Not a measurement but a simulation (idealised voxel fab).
Process module, titled voxel tone inversion
Square cells of 5 nm make up the cross-section cut, whose width is 230 nm.
Format of a cross-section: grid, square cells. Given as bands. Order: top down. Band: one or more rows of cells. Basically the band line says how high the top is and how high the bottom is, in nm, and then what's in it from left to right, every material with its width in nm. Empty space shows up as "blank", and if a single material carries "all across" it runs the full band edge to edge. Height 0 is the level under which the wafer as received is all one material. The lowest band goes on downwards, as in "0 and below". Per-row width for "30 to 40": begins at first number (top row of band), ends at second number (bottom row), increment between rows held constant. Basically "nothing different" means that step didn't change any cell in the cross-section. Look at "Voids, enclosed" for the closed voids: empty spaces with no open path to the top, sized 8 cells or up. Each is width x height at distance, distance from the left edge, all nm. On a step's line, text after the settings is the simulator commenting on that step. The "overlay nm" setting may appear on a step's line; for a step that uses a mask, it gives how far to the right of its planned position the mask lay, and a negative value indicates the left.
The steps planned for the process are as follows
| 1 | RECEIVE | material Si |
| 2 | CONFORMAL_DEP | material SiN | thk nm 10 |
| 3 | DIRECTIONAL_DEP | material polySi | thk nm 15 |
| 4 | PATTERN | tone cover | mask id POSTS | material resist | width nm 15 | pitch nm 30 | thk nm 25 | overlay nm 0 |
| 5 | DIRECTIONAL_ETCH | etch materials polySi | depth nm 15 |
| 6 | STRIP | etch materials resist |
| 7 | FILL_DEP | material lowk | thk nm 10 |
| 8 | CMP | height nm 25 |
| 9 | STRIP | etch materials polySi |
| 10 | CONFORMAL_DEP | material TiN | thk nm 5 |
| 11 | FILL_DEP | material W | thk nm 10 |
| 12 | CMP | height nm 25 |
| 13 | CONFORMAL_DEP | material SiCN | thk nm 5 |
Cross-section: wafer on arrival = after step 1
    0 and below  Si all across
    Voids, enclosed: none
Final cross-section, module run with one mistake (start and plan as above)
    30 down to 25  SiCN all across
    25 down to 15  lowk 55 nm, TiN 5 nm, W 5 nm, TiN 5 nm, lowk 15 nm, TiN 5 nm, W 5 nm, TiN 5 nm, lowk 15 nm, TiN 5 nm, W 5 nm, TiN 5 nm, lowk 15 nm, TiN 5 nm, W 5 nm, TiN 5 nm, lowk 70 nm
    15 down to 10  lowk 55 nm, TiN 15 nm, lowk 15 nm, TiN 15 nm, lowk 15 nm, TiN 15 nm, lowk 15 nm, TiN 15 nm, lowk 70 nm
    10 down to 0  SiN all across
    0 and below  Si all across
    Voids, enclosed: none
Plan not followed: step 4 off recipe, ran as PATTERN | tone cover | mask id POSTS | material resist | width nm 15 | pitch nm 30 | thk nm 25 | overlay nm -5
